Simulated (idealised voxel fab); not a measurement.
The process module presented herein is designated voxel self aligned contacts.
This is section cut - it's 260 nm across, gridded in 5 nm square cells.
Cross-sections here: square-cell grids, written as top-down lists of bands, a band being one or more rows of cells.
Band entry format. Leading values: height of top, height of bottom, nm. Remainder: materials in left-to-right order, each with its width in nm. Special words: "everywhere" on a single material, which then fills the band edge to edge; "empty", empty space.
Convention: height 0 is the level below which the wafer, as received, is all one material. The lowest band does not terminate at the bottom but continues downward, represented as "0 nm and below".
Read "30->40" as a graded width: first number on top, second number at the bottom, same change between each pair of neighbouring rows.
When a step is marked "everything unchanged", none of the cells in the cross-section changed during that step.
"closed voids" enumerates empty spaces isolated from the top, with no open way to it, that contain at least 8 cells, giving each as width x height at distance from the left edge, all three in nm.
Read whatever lies past the settings on a step's line as the simulator's own remark about the step.
overlay nm: how far to the right of its planned place the mask lay on this masked step (negative: to the left).
# Listed below are the process steps as planned
1: RECEIVE with material Si
2: OXIDIZE with depth nm 5
3: DIRECTIONAL_DEP with material polySi, thk nm 25
4: DIRECTIONAL_DEP with material SiN, thk nm 25
5: MASKED_ETCH with tone cover, mask id GATE, width nm 20, pitch nm 75, etch materials SiN, depth nm 25, overlay nm 0
6: MASKED_ETCH with tone cover, mask id GATE, width nm 30, pitch nm 75, etch materials polySi, depth nm 25, overlay nm 0
7: CONFORMAL_DEP with material SiN, thk nm 10
8: DIRECTIONAL_ETCH with etch materials SiN, depth nm 10
9: FILL_DEP with material SiO2, thk nm 15
10: CMP with height nm 60
11: DIRECTIONAL_DEP with material aC, thk nm 10
12: PATTERN with tone open, mask id CONTACT, material resist, width nm 55, pitch nm 75, thk nm 30, overlay nm 0
13: DIRECTIONAL_ETCH with etch materials aC, depth nm 10
14: STRIP with etch materials resist
15: DIRECTIONAL_ETCH with etch materials SiO2, depth nm 65
16: STRIP with etch materials aC
17: CONFORMAL_DEP with material TiN, thk nm 5
18: FILL_DEP with material Ru, thk nm 10
19: CMP with height nm 60
20: CONFORMAL_DEP with material SiCN, thk nm 5
The plan shows the width nm of step 5 as the first wafer had it; this setting differs between the wafers, which start out alike.
# So this is the first of several wafers, cross-sectioned as it came to us, meaning it's at the end of step 1
> 0 nm and below | Si everywhere
> closed voids: none
# Module finished, last step 20 done: cross-section of the first of several wafers
> 65 nm to 60 nm | SiCN everywhere
> 60 nm to 50 nm | 65 SiO2 / 5->15 TiN / 45->25 Ru / 5->15 TiN / 20 SiO2 / 5->15 TiN / 45->25 Ru / 5->15 TiN / 65 SiO2
> 50 nm to 30 nm | 35 SiO2 / 40 SiN / 5 TiN / 25 Ru / 5 TiN / 40 SiN / 5 TiN / 25 Ru / 5 TiN / 40 SiN / 35 SiO2
> 30 nm to 25 nm | 35 SiO2 / 40 SiN / 10 TiN / 15 Ru / 10 TiN / 40 SiN / 10 TiN / 15 Ru / 10 TiN / 40 SiN / 35 SiO2
> 25 nm to 0 nm | 30 SiO2 / 10 SiN / 30 polySi / 10 SiN / 5 TiN / 15 Ru / 5 TiN / 10 SiN / 30 polySi / 10 SiN / 5 TiN / 15 Ru / 5 TiN / 10 SiN / 30 polySi / 10 SiN / 30 SiO2
> 0 nm to -5 nm | 80 SiO2 / 25 TiN / 50 SiO2 / 25 TiN / 80 SiO2
> -5 nm and below | Si everywhere
> closed voids: none
# So this is the cross-section on the last wafer at the end of the module
> 65 nm to 60 nm | SiCN everywhere
> 60 nm to 55 nm | 65 SiO2 / 5 TiN / 45 Ru / 5 TiN / 20 SiO2 / 5 TiN / 45 Ru / 5 TiN / 65 SiO2
> 55 nm to 50 nm | 65 SiO2 / 55 TiN / 20 SiO2 / 55 TiN / 65 SiO2
> 50 nm to 25 nm | 25 SiO2 / 65 SiN / 10 TiN / 65 SiN / 10 TiN / 65 SiN / 20 SiO2
> 25 nm to 0 nm | 25 SiO2 / 10 SiN / 45 polySi / 10 SiN / 10 TiN / 10 SiN / 45 polySi / 10 SiN / 10 TiN / 10 SiN / 45 polySi / 10 SiN / 20 SiO2
> 0 nm to -5 nm | 90 SiO2 / 10 TiN / 65 SiO2 / 10 TiN / 85 SiO2
> -5 nm and below | Si everywhere
> closed voids: none
# Per wafer (row), end of module: delta in cells per material since receipt, (+) for gained, (-) for lost; closed voids after that
width nm 20 | +104 Ru | -52 Si | +52 SiCN | +180 SiN | +232 SiO2 | +70 TiN | +90 polySi | closed voids: none
width nm 25 | +94 Ru | -52 Si | +52 SiCN | +195 SiN | +227 SiO2 | +70 TiN | +90 polySi | closed voids: none
width nm 30 | +84 Ru | -52 Si | +52 SiCN | +210 SiN | +222 SiO2 | +70 TiN | +90 polySi | closed voids: none
width nm 35 | +62 Ru | -52 Si | +52 SiCN | +225 SiN | +214 SiO2 | +70 TiN | +105 polySi | closed voids: none
width nm 40 | +40 Ru | -52 Si | +52 SiCN | +240 SiN | +206 SiO2 | +70 TiN | +120 polySi | closed voids: none
width nm 45 | +18 Ru | -52 Si | +52 SiCN | +255 SiN | +198 SiO2 | +70 TiN | +135 polySi | closed voids: none
